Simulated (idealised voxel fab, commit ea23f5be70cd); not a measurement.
Title: Process Module voxel transistor to metal
285 nm wide, 5 nm square cells: that's cross-section cut.
Cross-section spec: square-cell grid; bands listed top down; each band is one or more rows.
For a band, the entry starts with two heights in nm, that of the top and then that of the bottom, and carries on with the band's materials in order from left to right, each alongside its width in nm; the word "throughout" beside a single material means it fills the band edge to edge, and "air" means empty space.
Convention: height 0 is the level below which the wafer, as received, is all one material. The lowest band does not terminate at the bottom but continues downward, represented as "z 0 and below".
With a width like "30..40", each row of cells in the band differs from the next by the same amount, the top row carrying the first number and the bottom row the second.
Step marked "everything unchanged"? Then no cell in the cross-section changed in it.
Entry "Sealed internal cavities". Content: empty spaces with no open connection to the top, size 8 cells or greater. Each: width x height at distance. Distance: from left edge. Unit: nm.
Read whatever lies past the settings on a step's line as the simulator's own remark about the step.
"overlay nm" answers the question of how far to the right of plan the mask lay on a step that has a mask, and when it is negative the answer is to the left.
Each of the pairs that make up the rest of this document says: here is the cross-section before one process step, here is the cross-section after it, drawn only down to the lowest band that changed, and here, under the pair, is the step lying between them with its settings. Different pairs may come from different runs of this module on the same starting wafer, so a pair continues from the pair above it only where its entry headed "Prior to step" says so.

PRIOR TO STEP
    z 50 to 40  air 40 nm, then SiN 10 nm, then SiO2 50 nm, then SiN 10 nm, then air 65 nm, then SiN 10 nm, then SiO2 50 nm, then SiN 10 nm, then air 40 nm
    z 40 to 30  air 40 nm, then SiN 10 nm, then SiO2 15 nm, then SiCN 20 nm, then SiO2 15 nm, then SiN 10 nm, then air 65 nm, then SiN 10 nm, then SiO2 15 nm, then SiCN 20 nm, then SiO2 15 nm, then SiN 10 nm, then air 40 nm
    z 30 to 15  air 40 nm, then SiN 10 nm, then SiO2 15 nm, then polySi 20 nm, then SiO2 15 nm, then SiN 10 nm, then air 65 nm, then SiN 10 nm, then SiO2 15 nm, then polySi 20 nm, then SiO2 15 nm, then SiN 10 nm, then air 40 nm
    z 15 to 10  SiO2 30 nm, then SiN 20 nm, then SiO2 15 nm, then polySi 20 nm, then SiO2 15 nm, then SiN 20 nm, then SiO2 45 nm, then SiN 20 nm, then SiO2 15 nm, then polySi 20 nm, then SiO2 15 nm, then SiN 20 nm, then SiO2 30 nm
    z 10 to 0  SiO2 65 nm, then polySi 20 nm, then SiO2 115 nm, then polySi 20 nm, then SiO2 65 nm
    z 0 to -5  SiO2 throughout
    z -5 to -25  SiO2 20 nm, then Si 110 nm, then SiO2 25 nm, then Si 110 nm, then SiO2 20 nm
    z -25 and below  Si throughout
    Sealed internal cavities: none

POST-STEP CROSS-SECTION
    z 50 to 45  air 40 nm, then SiN 10 nm, then air 50 nm, then SiN 10 nm, then air 65 nm, then SiN 10 nm, then air 50 nm, then SiN 10 nm, then air 40 nm
    z 45 to 40  air 40 nm, then SiN 10 nm, then SiO2 50 nm, then SiN 10 nm, then air 65 nm, then SiN 10 nm, then SiO2 50 nm, then SiN 10 nm, then air 40 nm
    z 40 to 30  air 40 nm, then SiN 10 nm, then SiO2 15 nm, then SiCN 20 nm, then SiO2 15 nm, then SiN 10 nm, then air 65 nm, then SiN 10 nm, then SiO2 15 nm, then SiCN 20 nm, then SiO2 15 nm, then SiN 10 nm, then air 40 nm
    z 30 to 15  air 40 nm, then SiN 10 nm, then SiO2 15 nm, then polySi 20 nm, then SiO2 15 nm, then SiN 10 nm, then air 65 nm, then SiN 10 nm, then SiO2 15 nm, then polySi 20 nm, then SiO2 15 nm, then SiN 10 nm, then air 40 nm
    z 15 to 10  air 30 nm, then SiN 20 nm, then SiO2 15 nm, then polySi 20 nm, then SiO2 15 nm, then SiN 20 nm, then air 45 nm, then SiN 20 nm, then SiO2 15 nm, then polySi 20 nm, then SiO2 15 nm, then SiN 20 nm, then air 30 nm
    Below 10 it's all the same as before, nothing changed down there.
    Sealed internal cavities: none
The before and after cross-sections above are linked by DIRECTIONAL_ETCH with etch materials SiO2, depth nm 5

Prior to step: The structure entering this step is exactly what the pair just above shows after its step.

POST-STEP CROSS-SECTION
    z 55 to 50  SiO2 throughout
    z 50 to 40  SiO2 40 nm, then SiN 10 nm, then SiO2 50 nm, then SiN 10 nm, then SiO2 65 nm, then SiN 10 nm, then SiO2 50 nm, then SiN 10 nm, then SiO2 40 nm
    z 40 to 30  SiO2 40 nm, then SiN 10 nm, then SiO2 15 nm, then SiCN 20 nm, then SiO2 15 nm, then SiN 10 nm, then SiO2 65 nm, then SiN 10 nm, then SiO2 15 nm, then SiCN 20 nm, then SiO2 15 nm, then SiN 10 nm, then SiO2 40 nm
    z 30 to 15  SiO2 40 nm, then SiN 10 nm, then SiO2 15 nm, then polySi 20 nm, then SiO2 15 nm, then SiN 10 nm, then SiO2 65 nm, then SiN 10 nm, then SiO2 15 nm, then polySi 20 nm, then SiO2 15 nm, then SiN 10 nm, then SiO2 40 nm
    z 15 to 10  SiO2 30 nm, then SiN 20 nm, then SiO2 15 nm, then polySi 20 nm, then SiO2 15 nm, then SiN 20 nm, then SiO2 45 nm, then SiN 20 nm, then SiO2 15 nm, then polySi 20 nm, then SiO2 15 nm, then SiN 20 nm, then SiO2 30 nm
    Below 10 it's all the same as before, nothing changed down there.
    Sealed internal cavities: none
The before and after cross-sections above are linked by FILL_DEP with material SiO2, thk nm 5

Prior to step: The structure entering this step is exactly what the pair just above shows after its step.

POST-STEP CROSS-SECTION
    z 40 to 30  SiO2 40 nm, then SiN 10 nm, then SiO2 15 nm, then SiCN 20 nm, then SiO2 15 nm, then SiN 10 nm, then SiO2 65 nm, then SiN 10 nm, then SiO2 15 nm, then SiCN 20 nm, then SiO2 15 nm, then SiN 10 nm, then SiO2 40 nm
    Below 30 it's all the same as before, nothing changed down there.
    Sealed internal cavities: none
The before and after cross-sections above are linked by CMP with height nm 40

Prior to step: The structure entering this step is exactly what the pair just above shows after its step.

POST-STEP CROSS-SECTION
    z 55 to 40  SiO2 throughout
    Below 40 it's all the same as before, nothing changed down there.
    Sealed internal cavities: none
The before and after cross-sections above are linked by DIRECTIONAL_DEP with material SiO2, thk nm 15

Prior to step: The structure entering this step is exactly what the pair just above shows after its step.

POST-STEP CROSS-SECTION
    z 75 to 55  resist 30 nm, then air 30 nm, then resist 30 nm, then air 30 nm, then resist 45 nm, then air 30 nm, then resist 30 nm, then air 30 nm, then resist 30 nm
    Below 55 it's all the same as before, nothing changed down there.
    Sealed internal cavities: none
The before and after cross-sections above are linked by PATTERN with tone open, mask id CONTACT, material resist, width nm 30, thk nm 20, overlay nm 0

Prior to step: The structure entering this step is exactly what the pair just above shows after its step.

POST-STEP CROSS-SECTION
    z 75 to 55  resist 30 nm, then air 30 nm, then resist 30 nm, then air 30 nm, then resist 45 nm, then air 30 nm, then resist 30 nm, then air 30 nm, then resist 30 nm
    z 55 to 40  SiO2 30 nm, then air 30 nm, then SiO2 30 nm, then air 30 nm, then SiO2 45 nm, then air 30 nm, then SiO2 30 nm, then air 30 nm, then SiO2 30 nm
    z 40 to 30  SiO2 30 nm, then air 10 nm, then SiN 10 nm, then air 10 nm, then SiO2 5 nm, then SiCN 20 nm, then SiO2 5 nm, then air 10 nm, then SiN 10 nm, then air 10 nm, then SiO2 45 nm, then air 10 nm, then SiN 10 nm, then air 10 nm, then SiO2 5 nm, then SiCN 20 nm, then SiO2 5 nm, then air 10 nm, then SiN 10 nm, then air 10 nm, then SiO2 30 nm
    z 30 to 15  SiO2 30 nm, then air 10 nm, then SiN 10 nm, then air 10 nm, then SiO2 5 nm, then polySi 20 nm, then SiO2 5 nm, then air 10 nm, then SiN 10 nm, then air 10 nm, then SiO2 45 nm, then air 10 nm, then SiN 10 nm, then air 10 nm, then SiO2 5 nm, then polySi 20 nm, then SiO2 5 nm, then air 10 nm, then SiN 10 nm, then air 10 nm, then SiO2 30 nm
    z 15 to 10  SiO2 30 nm, then SiN 20 nm, then air 10 nm, then SiO2 5 nm, then polySi 20 nm, then SiO2 5 nm, then air 10 nm, then SiN 20 nm, then SiO2 45 nm, then SiN 20 nm, then air 10 nm, then SiO2 5 nm, then polySi 20 nm, then SiO2 5 nm, then air 10 nm, then SiN 20 nm, then SiO2 30 nm
    z 10 to 0  SiO2 50 nm, then air 10 nm, then SiO2 5 nm, then polySi 20 nm, then SiO2 5 nm, then air 10 nm, then SiO2 85 nm, then air 10 nm, then SiO2 5 nm, then polySi 20 nm, then SiO2 5 nm, then air 10 nm, then SiO2 50 nm
    Below 0 it's all the same as before, nothing changed down there.
    Sealed internal cavities: none
The before and after cross-sections above are linked by DIRECTIONAL_ETCH with etch materials SiO2, depth nm 55

Prior to step: The structure entering this step is exactly what the pair just above shows after its step.

POST-STEP CROSS-SECTION
    z 55 to 40  SiO2 30 nm, then air 30 nm, then SiO2 30 nm, then air 30 nm, then SiO2 45 nm, then air 30 nm, then SiO2 30 nm, then air 30 nm, then SiO2 30 nm
    Below 40 it's all the same as before, nothing changed down there.
    Sealed internal cavities: none
The before and after cross-sections above are linked by STRIP with etch materials resist

Prior to step: The structure entering this step is exactly what the pair just above shows after its step.

POST-STEP CROSS-SECTION
    z 60 to 55  TiN 35 nm, then air 20 nm, then TiN 40 nm, then air 20 nm, then TiN 55 nm, then air 20 nm, then TiN 40 nm, then air 20 nm, then TiN 35 nm
    z 55 to 45  SiO2 30 nm, then TiN 5 nm, then air 20 nm, then TiN 5 nm, then SiO2 30 nm, then TiN 5 nm, then air 20 nm, then TiN 5 nm, then SiO2 45 nm, then TiN 5 nm, then air 20 nm, then TiN 5 nm, then SiO2 30 nm, then TiN 5 nm, then air 20 nm, then TiN 5 nm, then SiO2 30 nm
    z 45 to 40  SiO2 30 nm, then TiN 30 nm, then SiO2 30 nm, then TiN 30 nm, then SiO2 45 nm, then TiN 30 nm, then SiO2 30 nm, then TiN 30 nm, then SiO2 30 nm
    z 40 to 30  SiO2 30 nm, then TiN 10 nm, then SiN 10 nm, then TiN 10 nm, then SiO2 5 nm, then SiCN 20 nm, then SiO2 5 nm, then TiN 10 nm, then SiN 10 nm, then TiN 10 nm, then SiO2 45 nm, then TiN 10 nm, then SiN 10 nm, then TiN 10 nm, then SiO2 5 nm, then SiCN 20 nm, then SiO2 5 nm, then TiN 10 nm, then SiN 10 nm, then TiN 10 nm, then SiO2 30 nm
    z 30 to 15  SiO2 30 nm, then TiN 10 nm, then SiN 10 nm, then TiN 10 nm, then SiO2 5 nm, then polySi 20 nm, then SiO2 5 nm, then TiN 10 nm, then SiN 10 nm, then TiN 10 nm, then SiO2 45 nm, then TiN 10 nm, then SiN 10 nm, then TiN 10 nm, then SiO2 5 nm, then polySi 20 nm, then SiO2 5 nm, then TiN 10 nm, then SiN 10 nm, then TiN 10 nm, then SiO2 30 nm
    z 15 to 10  SiO2 30 nm, then SiN 20 nm, then TiN 10 nm, then SiO2 5 nm, then polySi 20 nm, then SiO2 5 nm, then TiN 10 nm, then SiN 20 nm, then SiO2 45 nm, then SiN 20 nm, then TiN 10 nm, then SiO2 5 nm, then polySi 20 nm, then SiO2 5 nm, then TiN 10 nm, then SiN 20 nm, then SiO2 30 nm
    z 10 to 0  SiO2 50 nm, then TiN 10 nm, then SiO2 5 nm, then polySi 20 nm, then SiO2 5 nm, then TiN 10 nm, then SiO2 85 nm, then TiN 10 nm, then SiO2 5 nm, then polySi 20 nm, then SiO2 5 nm, then TiN 10 nm, then SiO2 50 nm
    Below 0 it's all the same as before, nothing changed down there.
    Sealed internal cavities: none
The before and after cross-sections above are linked by CONFORMAL_DEP with material TiN, thk nm 5

Prior to step: The structure entering this step is exactly what the pair just above shows after its step.

POST-STEP CROSS-SECTION
    z 65 to 60  W throughout
    z 60 to 55  TiN 35 nm, then W 20 nm, then TiN 40 nm, then W 20 nm, then TiN 55 nm, then W 20 nm, then TiN 40 nm, then W 20 nm, then TiN 35 nm
    z 55 to 45  SiO2 30 nm, then TiN 5 nm, then W 20 nm, then TiN 5 nm, then SiO2 30 nm, then TiN 5 nm, then W 20 nm, then TiN 5 nm, then SiO2 45 nm, then TiN 5 nm, then W 20 nm, then TiN 5 nm, then SiO2 30 nm, then TiN 5 nm, then W 20 nm, then TiN 5 nm, then SiO2 30 nm
    Below 45 it's all the same as before, nothing changed down there.
    Sealed internal cavities: none
The before and after cross-sections above are linked by FILL_DEP with material W, thk nm 5

Prior to step: The structure entering this step is exactly what the pair just above shows after its step.

POST-STEP CROSS-SECTION
    z 55 to 45  SiO2 30 nm, then TiN 5 nm, then W 20 nm, then TiN 5 nm, then SiO2 30 nm, then TiN 5 nm, then W 20 nm, then TiN 5 nm, then SiO2 45 nm, then TiN 5 nm, then W 20 nm, then TiN 5 nm, then SiO2 30 nm, then TiN 5 nm, then W 20 nm, then TiN 5 nm, then SiO2 30 nm
    Below 45 it's all the same as before, nothing changed down there.
    Sealed internal cavities: none
The before and after cross-sections above are linked by CMP with height nm 55

Prior to step: The structure entering this step is exactly what the pair just above shows after its step.

POST-STEP CROSS-SECTION
    z 60 to 55  TiN throughout
    Below 55 it's all the same as before, nothing changed down there.
    Sealed internal cavities: none
The before and after cross-sections above are linked by DIRECTIONAL_DEP with material TiN, thk nm 5

Prior to step: The structure entering this step is exactly what the pair just above shows after its step.

POST-STEP CROSS-SECTION
    z 85 to 60  Ru throughout
    Below 60 it's all the same as before, nothing changed down there.
    Sealed internal cavities: none
The before and after cross-sections above are linked by DIRECTIONAL_DEP with material Ru, thk nm 25

Prior to step: The structure entering this step is exactly what the pair just above shows after its step.

POST-STEP CROSS-SECTION
    z 100 to 85  air 30 nm, then resist 20 nm, then air 50 nm, then resist 20 nm, then air 45 nm, then resist 20 nm, then air 50 nm, then resist 20 nm, then air 30 nm
    Below 85 it's all the same as before, nothing changed down there.
    Sealed internal cavities: none
The before and after cross-sections above are linked by PATTERN with tone cover, mask id METAL_1, material resist, width nm 20, thk nm 15, overlay nm 0

Prior to step: The structure entering this step is exactly what the pair just above shows after its step.

POST-STEP CROSS-SECTION
    z 100 to 85  air 30 nm, then resist 20 nm, then air 50 nm, then resist 20 nm, then air 45 nm, then resist 20 nm, then air 50 nm, then resist 20 nm, then air 30 nm
    z 85 to 60  air 30 nm, then Ru 20 nm, then air 50 nm, then Ru 20 nm, then air 45 nm, then Ru 20 nm, then air 50 nm, then Ru 20 nm, then air 30 nm
    Below 60 it's all the same as before, nothing changed down there.
    Sealed internal cavities: none
The before and after cross-sections above are linked by DIRECTIONAL_ETCH with etch materials Ru, depth nm 25

Prior to step: The structure entering this step is exactly what the pair just above shows after its step.

POST-STEP CROSS-SECTION
    z 100 to 85  air 30 nm, then resist 20 nm, then air 50 nm, then resist 20 nm, then air 45 nm, then resist 20 nm, then air 50 nm, then resist 20 nm, then air 30 nm
    z 85 to 60  air 30 nm, then Ru 20 nm, then air 50 nm, then Ru 20 nm, then air 45 nm, then Ru 20 nm, then air 50 nm, then Ru 20 nm, then air 30 nm
    z 60 to 55  air 30 nm, then TiN 20 nm, then air 50 nm, then TiN 20 nm, then air 45 nm, then TiN 20 nm, then air 50 nm, then TiN 20 nm, then air 30 nm
    Below 55 it's all the same as before, nothing changed down there.
    Sealed internal cavities: none
The before and after cross-sections above are linked by DIRECTIONAL_ETCH with etch materials TiN, depth nm 5

Prior to step: The structure entering this step is exactly what the pair just above shows after its step.

POST-STEP CROSS-SECTION
    z 85 to 60  air 30 nm, then Ru 20 nm, then air 50 nm, then Ru 20 nm, then air 45 nm, then Ru 20 nm, then air 50 nm, then Ru 20 nm, then air 30 nm
    Below 60 it's all the same as before, nothing changed down there.
    Sealed internal cavities: none
The before and after cross-sections above are linked by STRIP with etch materials resist

Prior to step: The structure entering this step is exactly what the pair just above shows after its step.

POST-STEP CROSS-SECTION
    z 90 to 85  SiO2 throughout
    z 85 to 60  SiO2 30 nm, then Ru 20 nm, then SiO2 50 nm, then Ru 20 nm, then SiO2 45 nm, then Ru 20 nm, then SiO2 50 nm, then Ru 20 nm, then SiO2 30 nm
    z 60 to 55  SiO2 30 nm, then TiN 20 nm, then SiO2 50 nm, then TiN 20 nm, then SiO2 45 nm, then TiN 20 nm, then SiO2 50 nm, then TiN 20 nm, then SiO2 30 nm
    Below 55 it's all the same as before, nothing changed down there.
    Sealed internal cavities: none
The before and after cross-sections above are linked by FILL_DEP with material SiO2, thk nm 5

Prior to step: The structure entering this step is exactly what the pair just above shows after its step.

POST-STEP CROSS-SECTION
    z 85 to 60  SiO2 30 nm, then Ru 20 nm, then SiO2 50 nm, then Ru 20 nm, then SiO2 45 nm, then Ru 20 nm, then SiO2 50 nm, then Ru 20 nm, then SiO2 30 nm
    Below 60 it's all the same as before, nothing changed down there.
    Sealed internal cavities: none
The before and after cross-sections above are linked by CMP with height nm 85

Prior to step: The structure entering this step is exactly what the pair just above shows after its step.

POST-STEP CROSS-SECTION
    z 90 to 85  SiCN throughout
    Below 85 it's all the same as before, nothing changed down there.
    Sealed internal cavities: none
The before and after cross-sections above are linked by CONFORMAL_DEP with material SiCN, thk nm 5

PRIOR TO STEP
    z 55 to 40  SiO2 throughout
    z 40 to 30  SiO2 50 nm, then SiN 10 nm, then SiO2 5 nm, then SiCN 20 nm, then SiO2 5 nm, then SiN 10 nm, then SiO2 85 nm, then SiN 10 nm, then SiO2 5 nm, then SiCN 20 nm, then SiO2 5 nm, then SiN 10 nm, then SiO2 50 nm
    z 30 to 5  SiO2 50 nm, then SiN 10 nm, then SiO2 5 nm, then polySi 20 nm, then SiO2 5 nm, then SiN 10 nm, then SiO2 85 nm, then SiN 10 nm, then SiO2 5 nm, then polySi 20 nm, then SiO2 5 nm, then SiN 10 nm, then SiO2 50 nm
    z 5 to 0  SiO2 20 nm, then SiN 10 nm, then SiO2 20 nm, then SiN 10 nm, then SiO2 5 nm, then polySi 20 nm, then SiO2 5 nm, then SiN 10 nm, then SiO2 20 nm, then SiN 10 nm, then SiO2 25 nm, then SiN 10 nm, then SiO2 20 nm, then SiN 10 nm, then SiO2 5 nm, then polySi 20 nm, then SiO2 5 nm, then SiN 10 nm, then SiO2 20 nm, then SiN 10 nm, then SiO2 20 nm
    z 0 to -5  SiO2 30 nm, then SiGe 20 nm, then SiO2 50 nm, then SiGe 20 nm, then SiO2 45 nm, then SiGe 20 nm, then SiO2 50 nm, then SiGe 20 nm, then SiO2 30 nm
    z -5 to -25  SiO2 20 nm, then Si 110 nm, then SiO2 25 nm, then Si 110 nm, then SiO2 20 nm
    z -25 and below  Si throughout
    Sealed internal cavities: none

POST-STEP CROSS-SECTION
    z 75 to 55  resist 35 nm, then air 25 nm, then resist 35 nm, then air 25 nm, then resist 50 nm, then air 25 nm, then resist 35 nm, then air 25 nm, then resist 30 nm
    Below 55 it's all the same as before, nothing changed down there.
    Sealed internal cavities: none
The before and after cross-sections above are linked by PATTERN with tone open, mask id CONTACT, material resist, width nm 25, thk nm 20, overlay nm 0

Prior to step: The structure entering this step is exactly what the pair just above shows after its step.

POST-STEP CROSS-SECTION
    z 75 to 55  resist 35 nm, then air 25 nm, then resist 35 nm, then air 25 nm, then resist 50 nm, then air 25 nm, then resist 35 nm, then air 25 nm, then resist 30 nm
    z 55 to 40  SiO2 35 nm, then air 25 nm, then SiO2 35 nm, then air 25 nm, then SiO2 50 nm, then air 25 nm, then SiO2 35 nm, then air 25 nm, then SiO2 30 nm
    z 40 to 30  SiO2 35 nm, then air 15 nm, then SiN 10 nm, then SiO2 5 nm, then SiCN 20 nm, then SiO2 5 nm, then SiN 10 nm, then air 20 nm, then SiO2 50 nm, then air 15 nm, then SiN 10 nm, then SiO2 5 nm, then SiCN 20 nm, then SiO2 5 nm, then SiN 10 nm, then air 20 nm, then SiO2 30 nm
    z 30 to 5  SiO2 35 nm, then air 15 nm, then SiN 10 nm, then SiO2 5 nm, then polySi 20 nm, then SiO2 5 nm, then SiN 10 nm, then air 20 nm, then SiO2 50 nm, then air 15 nm, then SiN 10 nm, then SiO2 5 nm, then polySi 20 nm, then SiO2 5 nm, then SiN 10 nm, then air 20 nm, then SiO2 30 nm
    z 5 to 0  SiO2 20 nm, then SiN 10 nm, then SiO2 5 nm, then air 15 nm, then SiN 10 nm, then SiO2 5 nm, then polySi 20 nm, then SiO2 5 nm, then SiN 10 nm, then air 20 nm, then SiN 10 nm, then SiO2 25 nm, then SiN 10 nm, then SiO2 5 nm, then air 15 nm, then SiN 10 nm, then SiO2 5 nm, then polySi 20 nm, then SiO2 5 nm, then SiN 10 nm, then air 20 nm, then SiN 10 nm, then SiO2 20 nm
    Below 0 it's all the same as before, nothing changed down there.
    Sealed internal cavities: none
The before and after cross-sections above are linked by DIRECTIONAL_ETCH with etch materials SiO2, depth nm 55

Prior to step: The structure entering this step is exactly what the pair just above shows after its step.

POST-STEP CROSS-SECTION
    z 55 to 40  SiO2 35 nm, then air 25 nm, then SiO2 35 nm, then air 25 nm, then SiO2 50 nm, then air 25 nm, then SiO2 35 nm, then air 25 nm, then SiO2 30 nm
    Below 40 it's all the same as before, nothing changed down there.
    Sealed internal cavities: none
The before and after cross-sections above are linked by STRIP with etch materials resist

Prior to step: The structure entering this step is exactly what the pair just above shows after its step.

POST-STEP CROSS-SECTION
    z 60 to 55  TiN 40 nm, then air 15 nm, then TiN 45 nm, then air 15 nm, then TiN 60 nm, then air 15 nm, then TiN 45 nm, then air 15 nm, then TiN 35 nm
    z 55 to 45  SiO2 35 nm, then TiN 5 nm, then air 15 nm, then TiN 5 nm, then SiO2 35 nm, then TiN 5 nm, then air 15 nm, then TiN 5 nm, then SiO2 50 nm, then TiN 5 nm, then air 15 nm, then TiN 5 nm, then SiO2 35 nm, then TiN 5 nm, then air 15 nm, then TiN 5 nm, then SiO2 30 nm
    z 45 to 40  SiO2 35 nm, then TiN 5 nm, then air 5 nm, then TiN 15 nm, then SiO2 35 nm, then TiN 10 nm, then air 10 nm, then TiN 5 nm, then SiO2 50 nm, then TiN 5 nm, then air 5 nm, then TiN 15 nm, then SiO2 35 nm, then TiN 10 nm, then air 10 nm, then TiN 5 nm, then SiO2 30 nm
    z 40 to 30  SiO2 35 nm, then TiN 5 nm, then air 5 nm, then TiN 5 nm, then SiN 10 nm, then SiO2 5 nm, then SiCN 20 nm, then SiO2 5 nm, then SiN 10 nm, then TiN 5 nm, then air 10 nm, then TiN 5 nm, then SiO2 50 nm, then TiN 5 nm, then air 5 nm, then TiN 5 nm, then SiN 10 nm, then SiO2 5 nm, then SiCN 20 nm, then SiO2 5 nm, then SiN 10 nm, then TiN 5 nm, then air 10 nm, then TiN 5 nm, then SiO2 30 nm
    z 30 to 5  SiO2 35 nm, then TiN 5 nm, then air 5 nm, then TiN 5 nm, then SiN 10 nm, then SiO2 5 nm, then polySi 20 nm, then SiO2 5 nm, then SiN 10 nm, then TiN 5 nm, then air 10 nm, then TiN 5 nm, then SiO2 50 nm, then TiN 5 nm, then air 5 nm, then TiN 5 nm, then SiN 10 nm, then SiO2 5 nm, then polySi 20 nm, then SiO2 5 nm, then SiN 10 nm, then TiN 5 nm, then air 10 nm, then TiN 5 nm, then SiO2 30 nm
    z 5 to 0  SiO2 20 nm, then SiN 10 nm, then SiO2 5 nm, then TiN 15 nm, then SiN 10 nm, then SiO2 5 nm, then polySi 20 nm, then SiO2 5 nm, then SiN 10 nm, then TiN 20 nm, then SiN 10 nm, then SiO2 25 nm, then SiN 10 nm, then SiO2 5 nm, then TiN 15 nm, then SiN 10 nm, then SiO2 5 nm, then polySi 20 nm, then SiO2 5 nm, then SiN 10 nm, then TiN 20 nm, then SiN 10 nm, then SiO2 20 nm
    Below 0 it's all the same as before, nothing changed down there.
    Sealed internal cavities: none
The before and after cross-sections above are linked by CONFORMAL_DEP with material TiN, thk nm 5

Prior to step: The structure entering this step is exactly what the pair just above shows after its step.

POST-STEP CROSS-SECTION
    z 65 to 60  W throughout
    z 60 to 55  TiN 40 nm, then W 15 nm, then TiN 45 nm, then W 15 nm, then TiN 60 nm, then W 15 nm, then TiN 45 nm, then W 15 nm, then TiN 35 nm
    z 55 to 45  SiO2 35 nm, then TiN 5 nm, then W 15 nm, then TiN 5 nm, then SiO2 35 nm, then TiN 5 nm, then W 15 nm, then TiN 5 nm, then SiO2 50 nm, then TiN 5 nm, then W 15 nm, then TiN 5 nm, then SiO2 35 nm, then TiN 5 nm, then W 15 nm, then TiN 5 nm, then SiO2 30 nm
    z 45 to 40  SiO2 35 nm, then TiN 5 nm, then W 5 nm, then TiN 15 nm, then SiO2 35 nm, then TiN 10 nm, then W 10 nm, then TiN 5 nm, then SiO2 50 nm, then TiN 5 nm, then W 5 nm, then TiN 15 nm, then SiO2 35 nm, then TiN 10 nm, then W 10 nm, then TiN 5 nm, then SiO2 30 nm
    z 40 to 30  SiO2 35 nm, then TiN 5 nm, then W 5 nm, then TiN 5 nm, then SiN 10 nm, then SiO2 5 nm, then SiCN 20 nm, then SiO2 5 nm, then SiN 10 nm, then TiN 5 nm, then W 10 nm, then TiN 5 nm, then SiO2 50 nm, then TiN 5 nm, then W 5 nm, then TiN 5 nm, then SiN 10 nm, then SiO2 5 nm, then SiCN 20 nm, then SiO2 5 nm, then SiN 10 nm, then TiN 5 nm, then W 10 nm, then TiN 5 nm, then SiO2 30 nm
    z 30 to 5  SiO2 35 nm, then TiN 5 nm, then W 5 nm, then TiN 5 nm, then SiN 10 nm, then SiO2 5 nm, then polySi 20 nm, then SiO2 5 nm, then SiN 10 nm, then TiN 5 nm, then W 10 nm, then TiN 5 nm, then SiO2 50 nm, then TiN 5 nm, then W 5 nm, then TiN 5 nm, then SiN 10 nm, then SiO2 5 nm, then polySi 20 nm, then SiO2 5 nm, then SiN 10 nm, then TiN 5 nm, then W 10 nm, then TiN 5 nm, then SiO2 30 nm
    Below 5 it's all the same as before, nothing changed down there.
    Sealed internal cavities: none
The before and after cross-sections above are linked by FILL_DEP with material W, thk nm 5

Prior to step: The structure entering this step is exactly what the pair just above shows after its step.

POST-STEP CROSS-SECTION
    z 55 to 45  SiO2 35 nm, then TiN 5 nm, then W 15 nm, then TiN 5 nm, then SiO2 35 nm, then TiN 5 nm, then W 15 nm, then TiN 5 nm, then SiO2 50 nm, then TiN 5 nm, then W 15 nm, then TiN 5 nm, then SiO2 35 nm, then TiN 5 nm, then W 15 nm, then TiN 5 nm, then SiO2 30 nm
    Below 45 it's all the same as before, nothing changed down there.
    Sealed internal cavities: none
The before and after cross-sections above are linked by CMP with height nm 55

Prior to step: The structure entering this step is exactly what the pair just above shows after its step.

POST-STEP CROSS-SECTION
    z 60 to 55  TiN throughout
    Below 55 it's all the same as before, nothing changed down there.
    Sealed internal cavities: none
The before and after cross-sections above are linked by DIRECTIONAL_DEP with material TiN, thk nm 5

Prior to step: The structure entering this step is exactly what the pair just above shows after its step.

POST-STEP CROSS-SECTION
    z 85 to 60  Ru throughout
    Below 60 it's all the same as before, nothing changed down there.
    Sealed internal cavities: none
The before and after cross-sections above are linked by DIRECTIONAL_DEP with material Ru, thk nm 25

Prior to step: The structure entering this step is exactly what the pair just above shows after its step.

POST-STEP CROSS-SECTION
    z 100 to 85  air 30 nm, then resist 20 nm, then air 50 nm, then resist 20 nm, then air 45 nm, then resist 20 nm, then air 50 nm, then resist 20 nm, then air 30 nm
    Below 85 it's all the same as before, nothing changed down there.
    Sealed internal cavities: none
The before and after cross-sections above are linked by PATTERN with tone cover, mask id METAL_1, material resist, width nm 20, thk nm 15, overlay nm 0

Prior to step: The structure entering this step is exactly what the pair just above shows after its step.

POST-STEP CROSS-SECTION
    z 100 to 85  air 30 nm, then resist 20 nm, then air 50 nm, then resist 20 nm, then air 45 nm, then resist 20 nm, then air 50 nm, then resist 20 nm, then air 30 nm
    z 85 to 60  air 30 nm, then Ru 20 nm, then air 50 nm, then Ru 20 nm, then air 45 nm, then Ru 20 nm, then air 50 nm, then Ru 20 nm, then air 30 nm
    Below 60 it's all the same as before, nothing changed down there.
    Sealed internal cavities: none
The before and after cross-sections above are linked by DIRECTIONAL_ETCH with etch materials Ru, depth nm 25

Prior to step: The structure entering this step is exactly what the pair just above shows after its step.

POST-STEP CROSS-SECTION
    z 100 to 85  air 30 nm, then resist 20 nm, then air 50 nm, then resist 20 nm, then air 45 nm, then resist 20 nm, then air 50 nm, then resist 20 nm, then air 30 nm
    z 85 to 60  air 30 nm, then Ru 20 nm, then air 50 nm, then Ru 20 nm, then air 45 nm, then Ru 20 nm, then air 50 nm, then Ru 20 nm, then air 30 nm
    z 60 to 55  air 30 nm, then TiN 20 nm, then air 50 nm, then TiN 20 nm, then air 45 nm, then TiN 20 nm, then air 50 nm, then TiN 20 nm, then air 30 nm
    Below 55 it's all the same as before, nothing changed down there.
    Sealed internal cavities: none
The before and after cross-sections above are linked by DIRECTIONAL_ETCH with etch materials TiN, depth nm 5

Prior to step: The structure entering this step is exactly what the pair just above shows after its step.

POST-STEP CROSS-SECTION
    z 85 to 60  air 30 nm, then Ru 20 nm, then air 50 nm, then Ru 20 nm, then air 45 nm, then Ru 20 nm, then air 50 nm, then Ru 20 nm, then air 30 nm
    Below 60 it's all the same as before, nothing changed down there.
    Sealed internal cavities: none
The before and after cross-sections above are linked by STRIP with etch materials resist

Prior to step: The structure entering this step is exactly what the pair just above shows after its step.

POST-STEP CROSS-SECTION
    z 90 to 85  SiO2 throughout
    z 85 to 60  SiO2 30 nm, then Ru 20 nm, then SiO2 50 nm, then Ru 20 nm, then SiO2 45 nm, then Ru 20 nm, then SiO2 50 nm, then Ru 20 nm, then SiO2 30 nm
    z 60 to 55  SiO2 30 nm, then TiN 20 nm, then SiO2 50 nm, then TiN 20 nm, then SiO2 45 nm, then TiN 20 nm, then SiO2 50 nm, then TiN 20 nm, then SiO2 30 nm
    Below 55 it's all the same as before, nothing changed down there.
    Sealed internal cavities: none
The before and after cross-sections above are linked by FILL_DEP with material SiO2, thk nm 5

Prior to step: The structure entering this step is exactly what the pair just above shows after its step.

POST-STEP CROSS-SECTION
    z 85 to 60  SiO2 30 nm, then Ru 20 nm, then SiO2 50 nm, then Ru 20 nm, then SiO2 45 nm, then Ru 20 nm, then SiO2 50 nm, then Ru 20 nm, then SiO2 30 nm
    Below 60 it's all the same as before, nothing changed down there.
    Sealed internal cavities: none
The before and after cross-sections above are linked by CMP with height nm 85
